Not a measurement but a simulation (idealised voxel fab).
Process module, titled voxel wiring stack
FYI the section here is cut, 170 nm wide, cells are 5 nm squares.
Cross-section spec: square-cell grid; bands listed top down; each band is one or more rows.
Band entry format. Leading values: height of top, height of bottom, nm. Remainder: materials in left-to-right order, each with its width in nm. Special words: "throughout" on a single material, which then fills the band edge to edge; "air", empty space.
Zero point of the height axis is 0; under it, received wafer = one material. Lowest band: continues down indefinitely, "from 0 down".
Quick explanation for "30 to 40": the width changes in equal steps down the rows of cells, from the first number in the band's top row to the second number in its bottom row.
Any step labelled "no alterations made" changed none of the cells in the cross-section.
Entry "Completely sealed voids". Content: empty spaces with no open connection to the top, size 8 cells or greater. Each: width x height at distance. Distance: from left edge. Unit: nm.
On a step's line, text after the settings is the simulator commenting on that step.
overlay nm: mask offset rightward from planned place, masked step; negative means leftward offset.

# These are the steps we planned for the process
| 1 | RECEIVE,material Si |
| 2 | CONFORMAL_DEP,material SiO2,thk nm 15 |
| 3 | DIRECTIONAL_DEP,material TiN,thk nm 5 |
| 4 | DIRECTIONAL_DEP,material W,thk nm 20 |
| 5 | PATTERN,tone cover,mask id METAL_1,material resist,width nm 20,pitch nm 45,thk nm 20,overlay nm 0 |
| 6 | DIRECTIONAL_ETCH,etch materials W,depth nm 20 |
| 7 | DIRECTIONAL_ETCH,etch materials TiN,depth nm 5 |
| 8 | STRIP,etch materials resist |
| 9 | CONFORMAL_DEP,material SiCN,thk nm 5 |
| 10 | FILL_DEP,material lowk,thk nm 10 |
| 11 | CMP,height nm 40 |
| 12 | CONFORMAL_DEP,material SiCN,thk nm 5 |
| 13 | DIRECTIONAL_DEP,material lowk,thk nm 10 |
| 14 | DIRECTIONAL_DEP,material aC,thk nm 10 |
| 15 | PATTERN,tone open,mask id PLUG_1,material resist,width nm 15,pitch nm 45,thk nm 30,overlay nm 0 |
| 16 | DIRECTIONAL_ETCH,etch materials aC,depth nm 10 |
| 17 | STRIP,etch materials resist |
| 18 | DIRECTIONAL_ETCH,etch materials lowk,depth nm 10 |
| 19 | DIRECTIONAL_ETCH,etch materials SiCN,depth nm 5 |
| 20 | STRIP,etch materials aC |
| 21 | EPI,material Ru,thk nm 10 |
| 22 | EPI,material Ru,thk nm 5 |
| 23 | CONFORMAL_DEP,material SiCN,thk nm 5 |
| 24 | DIRECTIONAL_DEP,material SiO2,thk nm 25 |
| 25 | DIRECTIONAL_DEP,material aC,thk nm 15 |
| 26 | PATTERN,tone open,mask id METAL_2,material resist,width nm 20,pitch nm 45,thk nm 30,overlay nm 0 |
| 27 | DIRECTIONAL_ETCH,etch materials aC,depth nm 15 |
| 28 | STRIP,etch materials resist |
| 29 | DIRECTIONAL_ETCH,etch materials SiO2,depth nm 25 |
| 30 | DIRECTIONAL_ETCH,etch materials SiCN,depth nm 5 |
| 31 | STRIP,etch materials aC |
| 32 | CONFORMAL_DEP,material TiN,thk nm 5 |
| 33 | FILL_DEP,material Cu,thk nm 10 |
| 34 | CMP,height nm 85 |
| 35 | CONFORMAL_DEP,material SiCN,thk nm 5 |
| 36 | DIRECTIONAL_DEP,material SiO2,thk nm 30 |
| 37 | MASKED_ETCH,tone open,mask id METAL_3_HOLES,width nm 15,pitch nm 45,etch materials SiO2,depth nm 30,overlay nm 0 |
| 38 | MASKED_ETCH,tone open,mask id METAL_3,width nm 20,pitch nm 45,etch materials SiO2,depth nm 20,overlay nm 0 |
| 39 | MASKED_ETCH,tone open,mask id METAL_3,width nm 20,pitch nm 45,etch materials SiCN,depth nm 5,overlay nm 0 |
| 40 | CONFORMAL_DEP,material TiN,thk nm 5 |
| 41 | FILL_DEP,material Ru,thk nm 5 |
| 42 | CMP,height nm 120 |
| 43 | CONFORMAL_DEP,material SiCN,thk nm 5 |
| 44 | DIRECTIONAL_DEP,material SiO2,thk nm 30 |
| 45 | MASKED_ETCH,tone open,mask id METAL_4_HOLES,width nm 15,pitch nm 90,etch materials SiO2,depth nm 30,overlay nm 0 |
| 46 | MASKED_ETCH,tone open,mask id METAL_4,width nm 20,pitch nm 45,etch materials SiO2,depth nm 20,overlay nm 0 |
| 47 | MASKED_ETCH,tone open,mask id METAL_4,width nm 20,pitch nm 45,etch materials SiCN,depth nm 5,overlay nm 0 |
| 48 | CONFORMAL_DEP,material TiN,thk nm 5 |
| 49 | FILL_DEP,material Ru,thk nm 5 |
| 50 | CMP,height nm 155 |
| 51 | CONFORMAL_DEP,material SiN,thk nm 5 |

# First wafer, two in total, run as planned

# Incoming wafer in cross-section (state: after step 1)
> from 0 down: Si throughout
> Completely sealed voids: none

# After step 2, in cross-section
> from 15 to 0: SiO2 throughout
> Everything under 0 stays put, no change at all.

# After step 3, in cross-section
> from 20 to 15: TiN throughout
> Everything under 15 stays put, no change at all.

# After step 4, in cross-section
> from 40 to 20: W throughout
> Everything under 20 stays put, no change at all.

# After step 5, in cross-section
> from 60 to 40: air (30), resist (20), air (25), resist (20), air (25), resist (20), air (30)
> Everything under 40 stays put, no change at all.

# After step 6, in cross-section
> from 60 to 40: air (30), resist (20), air (25), resist (20), air (25), resist (20), air (30)
> from 40 to 20: air (30), W (20), air (25), W (20), air (25), W (20), air (30)
> Everything under 20 stays put, no change at all.

# After step 7, in cross-section
> from 60 to 40: air (30), resist (20), air (25), resist (20), air (25), resist (20), air (30)
> from 40 to 20: air (30), W (20), air (25), W (20), air (25), W (20), air (30)
> from 20 to 15: air (30), TiN (20), air (25), TiN (20), air (25), TiN (20), air (30)
> Everything under 15 stays put, no change at all.

# After step 8, in cross-section
> from 40 to 20: air (30), W (20), air (25), W (20), air (25), W (20), air (30)
> Everything under 20 stays put, no change at all.

# After step 9, in cross-section
> from 45 to 40: air (25), SiCN (30), air (15), SiCN (30), air (15), SiCN (30), air (25)
> from 40 to 20: air (25), SiCN (5), W (20), SiCN (5), air (15), SiCN (5), W (20), SiCN (5), air (15), SiCN (5), W (20), SiCN (5), air (25)
> from 20 to 15: SiCN (30), TiN (20), SiCN (25), TiN (20), SiCN (25), TiN (20), SiCN (30)
> Everything under 15 stays put, no change at all.

# After step 10, in cross-section
> from 55 to 45: lowk throughout
> from 45 to 40: lowk (25), SiCN (30), lowk (15), SiCN (30), lowk (15), SiCN (30), lowk (25)
> from 40 to 20: lowk (25), SiCN (5), W (20), SiCN (5), lowk (15), SiCN (5), W (20), SiCN (5), lowk (15), SiCN (5), W (20), SiCN (5), lowk (25)
> Everything under 20 stays put, no change at all.

# After step 11, in cross-section
> from 40 to 20: lowk (25), SiCN (5), W (20), SiCN (5), lowk (15), SiCN (5), W (20), SiCN (5), lowk (15), SiCN (5), W (20), SiCN (5), lowk (25)
> Everything under 20 stays put, no change at all.

# After step 12, in cross-section
> from 45 to 40: SiCN throughout
> Everything under 40 stays put, no change at all.

# After step 13, in cross-section
> from 55 to 45: lowk throughout
> Everything under 45 stays put, no change at all.

# After step 14, in cross-section
> from 65 to 55: aC throughout
> Everything under 55 stays put, no change at all.

# After step 15, in cross-section
> from 95 to 65: resist (30), air (15), resist (30), air (15), resist (30), air (15), resist (35)
> Everything under 65 stays put, no change at all.

# After step 16, in cross-section
> from 85 to 65: resist (30), air (15), resist (30), air (15), resist (30), air (15), resist (35)
> from 65 to 55: aC (30), air (15), aC (30), air (15), aC (30), air (15), aC (35)
> Everything under 55 stays put, no change at all.

# After step 17, in cross-section
> from 65 to 55: aC (30), air (15), aC (30), air (15), aC (30), air (15), aC (35)
> Everything under 55 stays put, no change at all.

# After step 18, in cross-section
> from 65 to 55: aC (30), air (15), aC (30), air (15), aC (30), air (15), aC (35)
> from 55 to 45: lowk (30), air (15), lowk (30), air (15), lowk (30), air (15), lowk (35)
> Everything under 45 stays put, no change at all.

# After step 19, in cross-section
> from 65 to 55: aC (30), air (15), aC (30), air (15), aC (30), air (15), aC (35)
> from 55 to 45: lowk (30), air (15), lowk (30), air (15), lowk (30), air (15), lowk (35)
> from 45 to 40: SiCN (30), air (15), SiCN (30), air (15), SiCN (30), air (15), SiCN (35)
> Everything under 40 stays put, no change at all.

# After step 20, in cross-section
> from 55 to 45: lowk (30), air (15), lowk (30), air (15), lowk (30), air (15), lowk (35)
> Everything under 45 stays put, no change at all.

# After step 21, in cross-section
> from 55 to 50: lowk (30), air (15), lowk (30), air (15), lowk (30), air (15), lowk (35)
> from 50 to 45: lowk (30), Ru (15), lowk (30), Ru (15), lowk (30), Ru (15), lowk (35)
> from 45 to 40: SiCN (30), Ru (15), SiCN (30), Ru (15), SiCN (30), Ru (15), SiCN (35)
> Everything under 40 stays put, no change at all.

# After step 22, in cross-section
> from 55 to 45: lowk (30), Ru (15), lowk (30), Ru (15), lowk (30), Ru (15), lowk (35)
> Everything under 45 stays put, no change at all.

# After step 23, in cross-section
> from 60 to 55: SiCN throughout
> Everything under 55 stays put, no change at all.

# After step 24, in cross-section
> from 85 to 60: SiO2 throughout
> Everything under 60 stays put, no change at all.

# After step 25, in cross-section
> from 100 to 85: aC throughout
> Everything under 85 stays put, no change at all.

# After step 26, in cross-section
> from 130 to 100: resist (30), air (20), resist (25), air (20), resist (25), air (20), resist (30)
> Everything under 100 stays put, no change at all.

# After step 27, in cross-section
> from 115 to 100: resist (30), air (20), resist (25), air (20), resist (25), air (20), resist (30)
> from 100 to 85: aC (30), air (20), aC (25), air (20), aC (25), air (20), aC (30)
> Everything under 85 stays put, no change at all.

# After step 28, in cross-section
> from 100 to 85: aC (30), air (20), aC (25), air (20), aC (25), air (20), aC (30)
> Everything under 85 stays put, no change at all.

# After step 29, in cross-section
> from 100 to 85: aC (30), air (20), aC (25), air (20), aC (25), air (20), aC (30)
> from 85 to 60: SiO2 (30), air (20), SiO2 (25), air (20), SiO2 (25), air (20), SiO2 (30)
> Everything under 60 stays put, no change at all.

# After step 30, in cross-section
> from 100 to 85: aC (30), air (20), aC (25), air (20), aC (25), air (20), aC (30)
> from 85 to 60: SiO2 (30), air (20), SiO2 (25), air (20), SiO2 (25), air (20), SiO2 (30)
> from 60 to 55: SiCN (30), air (20), SiCN (25), air (20), SiCN (25), air (20), SiCN (30)
> Everything under 55 stays put, no change at all.

# After step 31, in cross-section
> from 85 to 60: SiO2 (30), air (20), SiO2 (25), air (20), SiO2 (25), air (20), SiO2 (30)
> Everything under 60 stays put, no change at all.

# After step 32, in cross-section
> from 90 to 85: TiN (35), air (10), TiN (35), air (10), TiN (35), air (10), TiN (35)
> from 85 to 60: SiO2 (30), TiN (5), air (10), TiN (5), SiO2 (25), TiN (5), air (10), TiN (5), SiO2 (25), TiN (5), air (10), TiN (5), SiO2 (30)
> from 60 to 55: SiCN (30), TiN (20), SiCN (25), TiN (20), SiCN (25), TiN (20), SiCN (30)
> Everything under 55 stays put, no change at all.

# After step 33, in cross-section
> from 100 to 90: Cu throughout
> from 90 to 85: TiN (35), Cu (10), TiN (35), Cu (10), TiN (35), Cu (10), TiN (35)
> from 85 to 60: SiO2 (30), TiN (5), Cu (10), TiN (5), SiO2 (25), TiN (5), Cu (10), TiN (5), SiO2 (25), TiN (5), Cu (10), TiN (5), SiO2 (30)
> Everything under 60 stays put, no change at all.

# After step 34, in cross-section
> from 85 to 60: SiO2 (30), TiN (5), Cu (10), TiN (5), SiO2 (25), TiN (5), Cu (10), TiN (5), SiO2 (25), TiN (5), Cu (10), TiN (5), SiO2 (30)
> Everything under 60 stays put, no change at all.

# After step 35, in cross-section
> from 90 to 85: SiCN throughout
> Everything under 85 stays put, no change at all.

# After step 36, in cross-section
> from 120 to 90: SiO2 throughout
> Everything under 90 stays put, no change at all.

# After step 37, in cross-section
> from 120 to 90: SiO2 (30), air (15), SiO2 (30), air (15), SiO2 (30), air (15), SiO2 (35)
> Everything under 90 stays put, no change at all.

# After step 38, in cross-section
> from 120 to 100: SiO2 (30), air (20), SiO2 (25), air (20), SiO2 (25), air (20), SiO2 (30)
> Everything under 100 stays put, no change at all.

# After step 39, in cross-section
> from 120 to 100: SiO2 (30), air (20), SiO2 (25), air (20), SiO2 (25), air (20), SiO2 (30)
> from 100 to 90: SiO2 (30), air (15), SiO2 (30), air (15), SiO2 (30), air (15), SiO2 (35)
> from 90 to 85: SiCN (30), air (15), SiCN (30), air (15), SiCN (30), air (15), SiCN (35)
> Everything under 85 stays put, no change at all.

# After step 40, in cross-section
> from 125 to 120: TiN (35), air (10), TiN (35), air (10), TiN (35), air (10), TiN (35)
> from 120 to 105: SiO2 (30), TiN (5), air (10), TiN (5), SiO2 (25), TiN (5), air (10), TiN (5), SiO2 (25), TiN (5), air (10), TiN (5), SiO2 (30)
> from 105 to 100: SiO2 (30), TiN (5), air (5), TiN (10), SiO2 (25), TiN (5), air (5), TiN (10), SiO2 (25), TiN (5), air (5), TiN (10), SiO2 (30)
> from 100 to 90: SiO2 (30), TiN (5), air (5), TiN (5), SiO2 (30), TiN (5), air (5), TiN (5), SiO2 (30), TiN (5), air (5), TiN (5), SiO2 (35)
> from 90 to 85: SiCN (30), TiN (15), SiCN (30), TiN (15), SiCN (30), TiN (15), SiCN (35)
> Everything under 85 stays put, no change at all.

# After step 41, in cross-section
> from 130 to 125: Ru throughout
> from 125 to 120: TiN (35), Ru (10), TiN (35), Ru (10), TiN (35), Ru (10), TiN (35)
> from 120 to 105: SiO2 (30), TiN (5), Ru (10), TiN (5), SiO2 (25), TiN (5), Ru (10), TiN (5), SiO2 (25), TiN (5), Ru (10), TiN (5), SiO2 (30)
> from 105 to 100: SiO2 (30), TiN (5), Ru (5), TiN (10), SiO2 (25), TiN (5), Ru (5), TiN (10), SiO2 (25), TiN (5), Ru (5), TiN (10), SiO2 (30)
> from 100 to 90: SiO2 (30), TiN (5), Ru (5), TiN (5), SiO2 (30), TiN (5), Ru (5), TiN (5), SiO2 (30), TiN (5), Ru (5), TiN (5), SiO2 (35)
> Everything under 90 stays put, no change at all.

# After step 42, in cross-section
> from 120 to 105: SiO2 (30), TiN (5), Ru (10), TiN (5), SiO2 (25), TiN (5), Ru (10), TiN (5), SiO2 (25), TiN (5), Ru (10), TiN (5), SiO2 (30)
> Everything under 105 stays put, no change at all.

# After step 43, in cross-section
> from 125 to 120: SiCN throughout
> Everything under 120 stays put, no change at all.

# After step 44, in cross-section
> from 155 to 125: SiO2 throughout
> Everything under 125 stays put, no change at all.

# After step 45, in cross-section
> from 155 to 125: SiO2 (30), air (15), SiO2 (75), air (15), SiO2 (35)
> Everything under 125 stays put, no change at all.

# After step 46, in cross-section
> from 155 to 135: SiO2 (30), air (20), SiO2 (25), air (20), SiO2 (25), air (20), SiO2 (30)
> Everything under 135 stays put, no change at all.

# After step 47, in cross-section
> from 155 to 135: SiO2 (30), air (20), SiO2 (25), air (20), SiO2 (25), air (20), SiO2 (30)
> from 135 to 125: SiO2 (30), air (15), SiO2 (75), air (15), SiO2 (35)
> from 125 to 120: SiCN (30), air (15), SiCN (75), air (15), SiCN (35)
> Everything under 120 stays put, no change at all.

# After step 48, in cross-section
> from 160 to 155: TiN (35), air (10), TiN (35), air (10), TiN (35), air (10), TiN (35)
> from 155 to 140: SiO2 (30), TiN (5), air (10), TiN (5), SiO2 (25), TiN (5), air (10), TiN (5), SiO2 (25), TiN (5), air (10), TiN (5), SiO2 (30)
> from 140 to 135: SiO2 (30), TiN (5), air (5), TiN (10), SiO2 (25), TiN (20), SiO2 (25), TiN (5), air (5), TiN (10), SiO2 (30)
> from 135 to 125: SiO2 (30), TiN (5), air (5), TiN (5), SiO2 (75), TiN (5), air (5), TiN (5), SiO2 (35)
> from 125 to 120: SiCN (30), TiN (15), SiCN (75), TiN (15), SiCN (35)
> Everything under 120 stays put, no change at all.

# After step 49, in cross-section
> from 165 to 160: Ru throughout
> from 160 to 155: TiN (35), Ru (10), TiN (35), Ru (10), TiN (35), Ru (10), TiN (35)
> from 155 to 140: SiO2 (30), TiN (5), Ru (10), TiN (5), SiO2 (25), TiN (5), Ru (10), TiN (5), SiO2 (25), TiN (5), Ru (10), TiN (5), SiO2 (30)
> from 140 to 135: SiO2 (30), TiN (5), Ru (5), TiN (10), SiO2 (25), TiN (20), SiO2 (25), TiN (5), Ru (5), TiN (10), SiO2 (30)
> from 135 to 125: SiO2 (30), TiN (5), Ru (5), TiN (5), SiO2 (75), TiN (5), Ru (5), TiN (5), SiO2 (35)
> Everything under 125 stays put, no change at all.

# After step 50, in cross-section
> from 155 to 140: SiO2 (30), TiN (5), Ru (10), TiN (5), SiO2 (25), TiN (5), Ru (10), TiN (5), SiO2 (25), TiN (5), Ru (10), TiN (5), SiO2 (30)
> Everything under 140 stays put, no change at all.

# After step 51, in cross-section
> from 160 to 155: SiN throughout
> Everything under 155 stays put, no change at all.

# Now the other wafer: same start, same recipe, but we messed up one thing when running it. Up to and including step 14 it's the same as the first one

# Second wafer shown in cross-section at the time step 15 was slated to end
> from 95 to 65: resist (25), air (25), resist (20), air (25), resist (20), air (25), resist (30)
> Everything under 65 stays put, no change at all.

# Second wafer shown in cross-section at the time step 16 was slated to end
> from 85 to 65: resist (25), air (25), resist (20), air (25), resist (20), air (25), resist (30)
> from 65 to 55: aC (25), air (25), aC (20), air (25), aC (20), air (25), aC (30)
> Everything under 55 stays put, no change at all.

# Second wafer shown in cross-section at the time step 17 was slated to end
> from 65 to 55: aC (25), air (25), aC (20), air (25), aC (20), air (25), aC (30)
> Everything under 55 stays put, no change at all.

# Second wafer shown in cross-section at the time step 18 was slated to end
> from 65 to 55: aC (25), air (25), aC (20), air (25), aC (20), air (25), aC (30)
> from 55 to 45: lowk (25), air (25), lowk (20), air (25), lowk (20), air (25), lowk (30)
> Everything under 45 stays put, no change at all.

# Second wafer shown in cross-section at the time step 19 was slated to end
> from 65 to 55: aC (25), air (25), aC (20), air (25), aC (20), air (25), aC (30)
> from 55 to 45: lowk (25), air (25), lowk (20), air (25), lowk (20), air (25), lowk (30)
> from 45 to 40: SiCN (25), air (25), SiCN (20), air (25), SiCN (20), air (25), SiCN (30)
> Everything under 40 stays put, no change at all.

# Second wafer shown in cross-section at the time step 20 was slated to end
> from 55 to 45: lowk (25), air (25), lowk (20), air (25), lowk (20), air (25), lowk (30)
> Everything under 45 stays put, no change at all.

# Second wafer shown in cross-section at the time step 21 was slated to end
> from 55 to 50: lowk (25), air (25), lowk (20), air (25), lowk (20), air (25), lowk (30)
> from 50 to 45: lowk (25), Ru (25), lowk (20), Ru (25), lowk (20), Ru (25), lowk (30)
> from 45 to 40: SiCN (25), Ru (25), SiCN (20), Ru (25), SiCN (20), Ru (25), SiCN (30)
> Everything under 40 stays put, no change at all.

# Second wafer shown in cross-section at the time step 22 was slated to end
> from 55 to 45: lowk (25), Ru (25), lowk (20), Ru (25), lowk (20), Ru (25), lowk (30)
> Everything under 45 stays put, no change at all.

# Second wafer shown in cross-section at the time step 23 was slated to end
> from 60 to 55: SiCN throughout
> Everything under 55 stays put, no change at all.

# Second wafer shown in cross-section at the time step 24 was slated to end
> from 85 to 60: SiO2 throughout
> Everything under 60 stays put, no change at all.

# Second wafer shown in cross-section at the time step 25 was slated to end
> from 100 to 85: aC throughout
> Everything under 85 stays put, no change at all.

# Second wafer shown in cross-section at the time step 26 was slated to end
> from 130 to 100: resist (30), air (20), resist (25), air (20), resist (25), air (20), resist (30)
> Everything under 100 stays put, no change at all.

# Second wafer shown in cross-section at the time step 27 was slated to end
> from 115 to 100: resist (30), air (20), resist (25), air (20), resist (25), air (20), resist (30)
> from 100 to 85: aC (30), air (20), aC (25), air (20), aC (25), air (20), aC (30)
> Everything under 85 stays put, no change at all.

# Second wafer shown in cross-section at the time step 28 was slated to end
> from 100 to 85: aC (30), air (20), aC (25), air (20), aC (25), air (20), aC (30)
> Everything under 85 stays put, no change at all.

# Second wafer shown in cross-section at the time step 29 was slated to end
> from 100 to 85: aC (30), air (20), aC (25), air (20), aC (25), air (20), aC (30)
> from 85 to 60: SiO2 (30), air (20), SiO2 (25), air (20), SiO2 (25), air (20), SiO2 (30)
> Everything under 60 stays put, no change at all.

# Second wafer shown in cross-section at the time step 30 was slated to end
> from 100 to 85: aC (30), air (20), aC (25), air (20), aC (25), air (20), aC (30)
> from 85 to 60: SiO2 (30), air (20), SiO2 (25), air (20), SiO2 (25), air (20), SiO2 (30)
> from 60 to 55: SiCN (30), air (20), SiCN (25), air (20), SiCN (25), air (20), SiCN (30)
> Everything under 55 stays put, no change at all.

# Second wafer shown in cross-section at the time step 31 was slated to end
> from 85 to 60: SiO2 (30), air (20), SiO2 (25), air (20), SiO2 (25), air (20), SiO2 (30)
> Everything under 60 stays put, no change at all.

# Second wafer shown in cross-section at the time step 32 was slated to end
> from 90 to 85: TiN (35), air (10), TiN (35), air (10), TiN (35), air (10), TiN (35)
> from 85 to 60: SiO2 (30), TiN (5), air (10), TiN (5), SiO2 (25), TiN (5), air (10), TiN (5), SiO2 (25), TiN (5), air (10), TiN (5), SiO2 (30)
> from 60 to 55: SiCN (30), TiN (20), SiCN (25), TiN (20), SiCN (25), TiN (20), SiCN (30)
> Everything under 55 stays put, no change at all.

# Second wafer shown in cross-section at the time step 33 was slated to end
> from 100 to 90: Cu throughout
> from 90 to 85: TiN (35), Cu (10), TiN (35), Cu (10), TiN (35), Cu (10), TiN (35)
> from 85 to 60: SiO2 (30), TiN (5), Cu (10), TiN (5), SiO2 (25), TiN (5), Cu (10), TiN (5), SiO2 (25), TiN (5), Cu (10), TiN (5), SiO2 (30)
> Everything under 60 stays put, no change at all.

# Second wafer shown in cross-section at the time step 34 was slated to end
> from 85 to 60: SiO2 (30), TiN (5), Cu (10), TiN (5), SiO2 (25), TiN (5), Cu (10), TiN (5), SiO2 (25), TiN (5), Cu (10), TiN (5), SiO2 (30)
> Everything under 60 stays put, no change at all.

# Second wafer shown in cross-section at the time step 35 was slated to end
> from 90 to 85: SiCN throughout
> Everything under 85 stays put, no change at all.

# Second wafer shown in cross-section at the time step 36 was slated to end
> from 120 to 90: SiO2 throughout
> Everything under 90 stays put, no change at all.

# Second wafer shown in cross-section at the time step 37 was slated to end
> from 120 to 90: SiO2 (30), air (15), SiO2 (30), air (15), SiO2 (30), air (15), SiO2 (35)
> Everything under 90 stays put, no change at all.

# Second wafer shown in cross-section at the time step 38 was slated to end
> from 120 to 100: SiO2 (30), air (20), SiO2 (25), air (20), SiO2 (25), air (20), SiO2 (30)
> Everything under 100 stays put, no change at all.

# Second wafer shown in cross-section at the time step 39 was slated to end
> from 120 to 100: SiO2 (30), air (20), SiO2 (25), air (20), SiO2 (25), air (20), SiO2 (30)
> from 100 to 90: SiO2 (30), air (15), SiO2 (30), air (15), SiO2 (30), air (15), SiO2 (35)
> from 90 to 85: SiCN (30), air (15), SiCN (30), air (15), SiCN (30), air (15), SiCN (35)
> Everything under 85 stays put, no change at all.

# Second wafer shown in cross-section at the time step 40 was slated to end
> from 125 to 120: TiN (35), air (10), TiN (35), air (10), TiN (35), air (10), TiN (35)
> from 120 to 105: SiO2 (30), TiN (5), air (10), TiN (5), SiO2 (25), TiN (5), air (10), TiN (5), SiO2 (25), TiN (5), air (10), TiN (5), SiO2 (30)
> from 105 to 100: SiO2 (30), TiN (5), air (5), TiN (10), SiO2 (25), TiN (5), air (5), TiN (10), SiO2 (25), TiN (5), air (5), TiN (10), SiO2 (30)
> from 100 to 90: SiO2 (30), TiN (5), air (5), TiN (5), SiO2 (30), TiN (5), air (5), TiN (5), SiO2 (30), TiN (5), air (5), TiN (5), SiO2 (35)
> from 90 to 85: SiCN (30), TiN (15), SiCN (30), TiN (15), SiCN (30), TiN (15), SiCN (35)
> Everything under 85 stays put, no change at all.

# Second wafer shown in cross-section at the time step 41 was slated to end
> from 130 to 125: Ru throughout
> from 125 to 120: TiN (35), Ru (10), TiN (35), Ru (10), TiN (35), Ru (10), TiN (35)
> from 120 to 105: SiO2 (30), TiN (5), Ru (10), TiN (5), SiO2 (25), TiN (5), Ru (10), TiN (5), SiO2 (25), TiN (5), Ru (10), TiN (5), SiO2 (30)
> from 105 to 100: SiO2 (30), TiN (5), Ru (5), TiN (10), SiO2 (25), TiN (5), Ru (5), TiN (10), SiO2 (25), TiN (5), Ru (5), TiN (10), SiO2 (30)
> from 100 to 90: SiO2 (30), TiN (5), Ru (5), TiN (5), SiO2 (30), TiN (5), Ru (5), TiN (5), SiO2 (30), TiN (5), Ru (5), TiN (5), SiO2 (35)
> Everything under 90 stays put, no change at all.

# Second wafer shown in cross-section at the time step 42 was slated to end
> from 120 to 105: SiO2 (30), TiN (5), Ru (10), TiN (5), SiO2 (25), TiN (5), Ru (10), TiN (5), SiO2 (25), TiN (5), Ru (10), TiN (5), SiO2 (30)
> Everything under 105 stays put, no change at all.

# Second wafer shown in cross-section at the time step 43 was slated to end
> from 125 to 120: SiCN throughout
> Everything under 120 stays put, no change at all.

# Second wafer shown in cross-section at the time step 44 was slated to end
> from 155 to 125: SiO2 throughout
> Everything under 125 stays put, no change at all.

# Second wafer shown in cross-section at the time step 45 was slated to end
> from 155 to 125: SiO2 (30), air (15), SiO2 (75), air (15), SiO2 (35)
> Everything under 125 stays put, no change at all.

# Second wafer shown in cross-section at the time step 46 was slated to end
> from 155 to 135: SiO2 (30), air (20), SiO2 (25), air (20), SiO2 (25), air (20), SiO2 (30)
> Everything under 135 stays put, no change at all.

# Second wafer shown in cross-section at the time step 47 was slated to end
> from 155 to 135: SiO2 (30), air (20), SiO2 (25), air (20), SiO2 (25), air (20), SiO2 (30)
> from 135 to 125: SiO2 (30), air (15), SiO2 (75), air (15), SiO2 (35)
> from 125 to 120: SiCN (30), air (15), SiCN (75), air (15), SiCN (35)
> Everything under 120 stays put, no change at all.

# Second wafer shown in cross-section at the time step 48 was slated to end
> from 160 to 155: TiN (35), air (10), TiN (35), air (10), TiN (35), air (10), TiN (35)
> from 155 to 140: SiO2 (30), TiN (5), air (10), TiN (5), SiO2 (25), TiN (5), air (10), TiN (5), SiO2 (25), TiN (5), air (10), TiN (5), SiO2 (30)
> from 140 to 135: SiO2 (30), TiN (5), air (5), TiN (10), SiO2 (25), TiN (20), SiO2 (25), TiN (5), air (5), TiN (10), SiO2 (30)
> from 135 to 125: SiO2 (30), TiN (5), air (5), TiN (5), SiO2 (75), TiN (5), air (5), TiN (5), SiO2 (35)
> from 125 to 120: SiCN (30), TiN (15), SiCN (75), TiN (15), SiCN (35)
> Everything under 120 stays put, no change at all.

# Second wafer shown in cross-section at the time step 49 was slated to end
> from 165 to 160: Ru throughout
> from 160 to 155: TiN (35), Ru (10), TiN (35), Ru (10), TiN (35), Ru (10), TiN (35)
> from 155 to 140: SiO2 (30), TiN (5), Ru (10), TiN (5), SiO2 (25), TiN (5), Ru (10), TiN (5), SiO2 (25), TiN (5), Ru (10), TiN (5), SiO2 (30)
> from 140 to 135: SiO2 (30), TiN (5), Ru (5), TiN (10), SiO2 (25), TiN (20), SiO2 (25), TiN (5), Ru (5), TiN (10), SiO2 (30)
> from 135 to 125: SiO2 (30), TiN (5), Ru (5), TiN (5), SiO2 (75), TiN (5), Ru (5), TiN (5), SiO2 (35)
> Everything under 125 stays put, no change at all.

# Second wafer shown in cross-section at the time step 50 was slated to end
> from 155 to 140: SiO2 (30), TiN (5), Ru (10), TiN (5), SiO2 (25), TiN (5), Ru (10), TiN (5), SiO2 (25), TiN (5), Ru (10), TiN (5), SiO2 (30)
> Everything under 140 stays put, no change at all.

# Second wafer shown in cross-section at the time step 51 was slated to end
> from 160 to 155: SiN throughout
> Everything under 155 stays put, no change at all.
Short version of what went wrong: step 15: run off-plan, actual operation and settings PATTERN,tone open,mask id PLUG_1,material resist,width nm 25,pitch nm 45,thk nm 30,overlay nm 0
End check, counted in cells, second wafer has more or fewer of these materials than the first: Ru: 18 more; SiCN: 6 fewer; lowk: 12 fewer
